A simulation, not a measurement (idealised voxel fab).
process module | voxel fin reveal
cross-section cut | 275 nm wide | cells 5 nm
A cross-section is a grid of square cells, given in bands from the top down. A band is one or more rows of cells.
Each band's line starts with the height of the band's top and of its bottom, in nm. Then come its materials from left to right, each with its width in nm. One material with "throughout" fills the band from edge to edge. "air" is empty space.
Height 0 is the level under which the wafer as received is all one material. The lowest band goes on downwards, as in "0 down".
A width such as "30 to 40" changes by the same amount from each row of cells to the next, from the band's top row to its bottom row.
"no change" after a step means that no cell of the cross-section changed.
closed voids: empty space of 8 cells or more with no open way to the top, each as width x height at its distance from the left edge, in nm
after a step's settings: what the simulator itself notes on the step
overlay nm, on a step with a mask: how far to the right of its planned place the mask lay; to the left if negative
plan
1 op RECEIVE | material Si
2 op CONFORMAL_DEP | material SiN | thk nm 10
3 op MASKED_ETCH | tone cover | mask id FINS | width nm 15 | pitch nm 40 | etch materials SiN | depth nm 10 | overlay nm 0
4 op MASKED_ETCH | tone cover | mask id FINS | width nm 15 | pitch nm 40 | etch materials Si | depth nm 30 | overlay nm 0
5 op FILL_DEP | material SiO2 | thk nm 15
6 op CMP | height nm 10
7 op SELECTIVE_ETCH | etch materials SiO2 | depth nm 20
8 op STRIP | etch materials SiN
as received, after step 1
  0 down: Si throughout
  closed voids: none
a wafer at the end: this start, this plan, one mistake
  0 to -10: air 70 | Si 15 | air 25 | Si 15 | air 25 | Si 15 | air 25 | Si 15 | air 70
  -10 to -20: SiO2 70 | Si 15 | SiO2 25 | Si 15 | SiO2 25 | Si 15 | SiO2 25 | Si 15 | SiO2 70
  -20 down: Si throughout
  closed voids: none
what went wrong: step 4 ran as: op MASKED_ETCH | tone cover | mask id FINS | width nm 15 | pitch nm 40 | etch materials Si | depth nm 20 | overlay nm 0
